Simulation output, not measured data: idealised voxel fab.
Presented below is a process module, voxel wiring stack.
Cross-section cut spans 190 nm and uses square cells 5 nm in size.
Each cross-section below is a grid of square cells, stated as bands in top-down order, with one or more rows of cells making up each band. Top height, bottom height, nm. Materials left to right, width each, nm. Single material + "all across" = fills band edge to edge. "air" = empty. Ref level 0: as-received wafer is one material below here. Bottom band extends down with no lower bound ("0..down"). The width entry "30..40" should be interpreted row by row: the top row of cells in the band takes the first number, the bottom row takes the second number, and the change between adjacent rows is uniform throughout. The cross-section has no changed cell in any step marked "changes: none". What "Voids, enclosed" gives you is every empty space of 8 cells or more that is cut off from the top. Each appears as width x height at distance, with the distance taken from the left edge and width, height and distance all in nm. Formally, on a step line, whatever follows the settings is a remark that the simulator itself makes on the step. Steps that use a mask can have "overlay nm" on their line. It says how far the mask sat to the right of where it was meant to be. Negative means to the left.

**Here's what the planned process steps look like**
1) RECEIVE with material Si
2) CONFORMAL_DEP with material SiO2, thk nm 15
3) CONFORMAL_DEP with material SiCN, thk nm 5
4) DIRECTIONAL_DEP with material lowk, thk nm 15
5) DIRECTIONAL_DEP with material aC, thk nm 15
6) PATTERN with tone open, mask id METAL_1, material resist, width nm 20, pitch nm 35, thk nm 35, overlay nm 0
7) DIRECTIONAL_ETCH with etch materials aC, depth nm 15
8) STRIP with etch materials resist
9) DIRECTIONAL_ETCH with etch materials lowk, depth nm 15
10) DIRECTIONAL_ETCH with etch materials SiCN, depth nm 5
11) STRIP with etch materials aC
12) CONFORMAL_DEP with material TiN, thk nm 5
13) FILL_DEP with material W, thk nm 5
14) CMP with height nm 35
15) CONFORMAL_DEP with material SiCN, thk nm 5
16) DIRECTIONAL_DEP with material lowk, thk nm 15
17) PATTERN with tone open, mask id PLUG_1, material resist, width nm 15, pitch nm 35, thk nm 15, overlay nm 0
18) DIRECTIONAL_ETCH with etch materials lowk, depth nm 15
19) DIRECTIONAL_ETCH with etch materials SiCN, depth nm 5
20) STRIP with etch materials resist
21) EPI with material Ru, thk nm 10
22) EPI with material Ru, thk nm 10
23) DIRECTIONAL_DEP with material TiN, thk nm 5
24) DIRECTIONAL_DEP with material Ru, thk nm 15
25) MASKED_ETCH with tone cover, mask id METAL_2, width nm 20, pitch nm 35, etch materials Ru, depth nm 15, overlay nm 0
26) MASKED_ETCH with tone cover, mask id METAL_2, width nm 20, pitch nm 35, etch materials TiN, depth nm 5, overlay nm 0
27) CONFORMAL_DEP with material SiCN, thk nm 5
28) FILL_DEP with material lowk, thk nm 5
29) CMP with height nm 75
30) CONFORMAL_DEP with material SiCN, thk nm 5
31) DIRECTIONAL_DEP with material lowk, thk nm 30
32) PATTERN with tone open, mask id METAL_3_HOLES, material resist, width nm 15, pitch nm 35, thk nm 15, overlay nm 0
33) DIRECTIONAL_ETCH with etch materials lowk, depth nm 30
34) STRIP with etch materials resist
35) DIRECTIONAL_DEP with material aC, thk nm 15
36) PATTERN with tone open, mask id METAL_3, material resist, width nm 20, pitch nm 35, thk nm 35, overlay nm 0
37) DIRECTIONAL_ETCH with etch materials aC, depth nm 15
38) STRIP with etch materials resist
39) DIRECTIONAL_ETCH with etch materials lowk, depth nm 15
40) DIRECTIONAL_ETCH with etch materials SiCN, depth nm 5
41) STRIP with etch materials aC
42) CONFORMAL_DEP with material TiN, thk nm 5
43) FILL_DEP with material Ru, thk nm 10
44) CMP with height nm 110
45) CONFORMAL_DEP with material SiCN, thk nm 5

**So this is the incoming wafer in cross-section - it's already been through step 1**
0..down  Si all across
Voids, enclosed: none

**Look at the cross-section after the module: the wafer started out the way shown above and the plan was the one shown above, yet one mistake was made along the way**
115..110  SiCN all across
110..100  lowk: 65 | TiN: 5 | Ru: 10 | TiN: 5 | lowk: 15 | TiN: 5 | Ru: 10 | TiN: 5 | lowk: 70
100..95  lowk: 65 | TiN: 5 | Ru: 5 | TiN: 10 | lowk: 15 | TiN: 5 | Ru: 5 | TiN: 10 | lowk: 70
95..80  lowk: 65 | TiN: 5 | Ru: 5 | TiN: 5 | lowk: 20 | TiN: 5 | Ru: 5 | TiN: 5 | lowk: 75
80..75  SiCN: 65 | TiN: 15 | SiCN: 20 | TiN: 15 | SiCN: 75
75..70  lowk: 60 | SiCN: 30 | lowk: 5 | SiCN: 30 | lowk: 65
70..60  lowk: 60 | SiCN: 5 | Ru: 20 | SiCN: 5 | lowk: 5 | SiCN: 5 | Ru: 20 | SiCN: 5 | lowk: 65
60..55  SiCN: 65 | Ru: 20 | SiCN: 15 | Ru: 20 | SiCN: 70
55..40  lowk: 65 | Ru: 15 | lowk: 20 | Ru: 15 | lowk: 75
40..35  SiCN: 65 | Ru: 15 | SiCN: 20 | Ru: 15 | SiCN: 75
35..20  lowk: 65 | TiN: 5 | W: 10 | TiN: 5 | lowk: 15 | TiN: 5 | W: 10 | TiN: 5 | lowk: 70
20..15  SiCN: 65 | TiN: 20 | SiCN: 15 | TiN: 20 | SiCN: 70
15..0  SiO2 all across
0..down  Si all across
Voids, enclosed: none
what went wrong: step 23 of the plan got skipped, so it never ran
